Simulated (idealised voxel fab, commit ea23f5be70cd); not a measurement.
process module | voxel released beams
cross-section cut | 290 nm wide | cells 5 nm
A cross-section is a grid of square cells, given in bands from the top down. A band is one or more rows of cells.
Each band's line starts with the height of the band's top and of its bottom, in nm. Then come its materials from left to right, each with its width in nm. One material with "throughout" fills the band from edge to edge. "air" is empty space.
Height 0 is the level under which the wafer as received is all one material. The lowest band goes on downwards, as in "0 down".
A width such as "30 to 40" changes by the same amount from each row of cells to the next, from the band's top row to its bottom row.
"no change" after a step means that no cell of the cross-section changed.
closed voids: empty space of 8 cells or more with no open way to the top, each as width x height at its distance from the left edge, in nm
after a step's settings: what the simulator itself notes on the step
overlay nm, on a step with a mask: how far to the right of its planned place the mask lay; to the left if negative
plan
1 op RECEIVE | material Si
2 op CONFORMAL_DEP | material SiN | thk nm 10
3 op DIRECTIONAL_DEP | material SiO2 | thk nm 10
4 op MASKED_ETCH | tone open | mask id ANCHOR | width nm 45 | etch materials SiO2 | depth nm 10 | overlay nm 0
5 op CONFORMAL_DEP | material polySi | thk nm 15
6 op MASKED_ETCH | tone cover | mask id BEAM | width nm 90 | etch materials polySi | depth nm 15 | overlay nm 0
7 op STRIP | etch materials SiO2
as received, after step 1
  0 down: Si throughout
  closed voids: none
first wafer at the end, as planned
  35 to 25: air 95 | polySi 20 | air 15 | polySi 55 | air 105
  25 to 20: air 95 | polySi 90 | air 105
  20 to 10: air 100 | polySi 45 | air 145
  10 to 0: SiN throughout
  0 down: Si throughout
  closed voids: none
second wafer at the end: like start, like plan, one mistake
  45 to 30: air 95 | polySi 90 | air 105
  30 to 20: polySi throughout
  20 to 10: SiO2 100 | polySi 45 | SiO2 145
  10 to 0: SiN throughout
  0 down: Si throughout
  closed voids: none
what went wrong: step 5 ran as: op CONFORMAL_DEP | material polySi | thk nm 25
at the end the second wafer has, in cells: 98 more of SiO2 | 122 more of polySi
